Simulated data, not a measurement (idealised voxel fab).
This section sets out a process module, namely voxel air gaps.
Section cut is 215 nm wide and gridded with 5 nm square cells.
The cross-sections in this document take the form of a grid made of square cells. They are written out as bands, in order from top to bottom. Each band consists of one or more rows of cells.
This entry defines a band. It first specifies the height of the band's top and the height of its bottom in nm, and then specifies the band's materials from left to right, stating each material with its width in nm. The word "throughout" identifies a single material that fills the band from edge to edge, while the word "empty" identifies empty space.
Where do heights start? At 0: under that level the wafer as delivered is made of one material only. And the lowest band has no floor; it just carries on downward, as in "from 0 down".
You'd read "30->40" like this: the band's top row of cells is as wide as the first number, its bottom row is as wide as the second, and going down, every row changes width by the same amount as the row before did.
For the purposes of this document, the phrase "stayed the same" attached to a step denotes that no cell within the cross-section was modified by that step.
So "Closed void catalog" is basically the list of trapped voids: any empty space of 8 cells or more that can't reach the top through an opening. They're written width x height at distance, the distance being from the left edge, and it's all nm.
The remark found on a step's line after its settings is issued by the simulator itself and pertains to that step.
overlay nm: step with mask; distance mask lay right of planned place; negative value = left of planned place.

## Steps in the process plan
step 1: op RECEIVE | material Si
step 2: op CONFORMAL_DEP | material SiO2 | thk nm 10
step 3: op CONFORMAL_DEP | material SiCN | thk nm 5
step 4: op DIRECTIONAL_DEP | material lowk | thk nm 35
step 5: op MASKED_ETCH | tone open | mask id LINES | width nm 20 | pitch nm 50 | etch materials lowk | depth nm 35 | overlay nm 0
step 6: op CONFORMAL_DEP | material TiN | thk nm 5
step 7: op FILL_DEP | material Ru | thk nm 10
step 8: op CMP | height nm 50
step 9: op EPI | material Ru | thk nm 10
step 10: op SELECTIVE_ETCH | etch materials lowk | depth nm 45
step 11: op CONFORMAL_DEP | material SiCN | thk nm 5

## First of the two wafers, run per plan

## Cross-section of the incoming wafer, state after step 1
> from 0 down | Si throughout
> Closed void catalog: none

## The wafer, seen in cross-section, after step 2
> from 10 to 0 | SiO2 throughout
> below 0: unchanged

## The wafer, seen in cross-section, after step 3
> from 15 to 10 | SiCN throughout
> below 10: unchanged

## The wafer, seen in cross-section, after step 4
> from 50 to 15 | lowk throughout
> below 15: unchanged

## The wafer, seen in cross-section, after step 5
> from 50 to 15 | lowk=20 | empty=20 | lowk=30 | empty=20 | lowk=30 | empty=20 | lowk=30 | empty=20 | lowk=25
> below 15: unchanged

## The wafer, seen in cross-section, after step 6
> from 55 to 50 | TiN=25 | empty=10 | TiN=40 | empty=10 | TiN=40 | empty=10 | TiN=40 | empty=10 | TiN=30
> from 50 to 20 | lowk=20 | TiN=5 | empty=10 | TiN=5 | lowk=30 | TiN=5 | empty=10 | TiN=5 | lowk=30 | TiN=5 | empty=10 | TiN=5 | lowk=30 | TiN=5 | empty=10 | TiN=5 | lowk=25
> from 20 to 15 | lowk=20 | TiN=20 | lowk=30 | TiN=20 | lowk=30 | TiN=20 | lowk=30 | TiN=20 | lowk=25
> below 15: unchanged

## The wafer, seen in cross-section, after step 7
> from 65 to 55 | Ru throughout
> from 55 to 50 | TiN=25 | Ru=10 | TiN=40 | Ru=10 | TiN=40 | Ru=10 | TiN=40 | Ru=10 | TiN=30
> from 50 to 20 | lowk=20 | TiN=5 | Ru=10 | TiN=5 | lowk=30 | TiN=5 | Ru=10 | TiN=5 | lowk=30 | TiN=5 | Ru=10 | TiN=5 | lowk=30 | TiN=5 | Ru=10 | TiN=5 | lowk=25
> below 20: unchanged

## The wafer, seen in cross-section, after step 8
> from 50 to 20 | lowk=20 | TiN=5 | Ru=10 | TiN=5 | lowk=30 | TiN=5 | Ru=10 | TiN=5 | lowk=30 | TiN=5 | Ru=10 | TiN=5 | lowk=30 | TiN=5 | Ru=10 | TiN=5 | lowk=25
> below 20: unchanged

## The wafer, seen in cross-section, after step 9
> from 60 to 50 | empty=10 | Ru=40 | empty=10 | Ru=40 | empty=10 | Ru=40 | empty=10 | Ru=40 | empty=15
> below 50: unchanged

## The wafer, seen in cross-section, after step 10
> from 60 to 50 | empty=10 | Ru=40 | empty=10 | Ru=40 | empty=10 | Ru=40 | empty=10 | Ru=40 | empty=15
> from 50 to 20 | empty=20 | TiN=5 | Ru=10 | TiN=5 | empty=30 | TiN=5 | Ru=10 | TiN=5 | empty=30 | TiN=5 | Ru=10 | TiN=5 | empty=30 | TiN=5 | Ru=10 | TiN=5 | empty=25
> from 20 to 15 | empty=20 | TiN=20 | empty=30 | TiN=20 | empty=30 | TiN=20 | empty=30 | TiN=20 | empty=25
> below 15: unchanged

## The wafer, seen in cross-section, after step 11
> from 65 to 60 | empty=5 | SiCN=200 | empty=10
> from 60 to 50 | empty=5 | SiCN=5 | Ru=40 | SiCN=10 | Ru=40 | SiCN=10 | Ru=40 | SiCN=10 | Ru=40 | SiCN=5 | empty=10
> from 50 to 45 | empty=5 | SiCN=15 | TiN=5 | Ru=10 | TiN=5 | SiCN=30 | TiN=5 | Ru=10 | TiN=5 | SiCN=30 | TiN=5 | Ru=10 | TiN=5 | SiCN=30 | TiN=5 | Ru=10 | TiN=5 | SiCN=15 | empty=10
> from 45 to 20 | empty=15 | SiCN=5 | TiN=5 | Ru=10 | TiN=5 | SiCN=5 | empty=20 | SiCN=5 | TiN=5 | Ru=10 | TiN=5 | SiCN=5 | empty=20 | SiCN=5 | TiN=5 | Ru=10 | TiN=5 | SiCN=5 | empty=20 | SiCN=5 | TiN=5 | Ru=10 | TiN=5 | SiCN=5 | empty=20
> from 20 to 15 | SiCN=20 | TiN=20 | SiCN=30 | TiN=20 | SiCN=30 | TiN=20 | SiCN=30 | TiN=20 | SiCN=25
> below 15: unchanged
> Closed void catalog: 20 x 25 at 45; 20 x 25 at 95; 20 x 25 at 145

## Okay, second wafer. Nothing different at the start, nothing different in the plan, just one mistake somewhere in the running. As far as step 7, counting that step, it's the first wafer all over again

Second wafer at the planned finish of step 8, seen in cross-section: stayed the same

## Second wafer at the planned finish of step 9, seen in cross-section
> from 75 to 55 | Ru throughout
> below 55: unchanged

Second wafer at the planned finish of step 10, seen in cross-section: stayed the same

## Second wafer at the planned finish of step 11, seen in cross-section
> from 80 to 75 | SiCN throughout
> below 75: unchanged
What was the processing mistake? step 8 was left out
The final cell counts differ between the wafers, with the second having more or fewer of some materials than the first: 116 more of Ru | 104 fewer of SiCN | 35 more of TiN | 189 more of lowk
The first wafer finishes with 3 closed voids, while the second finishes with 0.
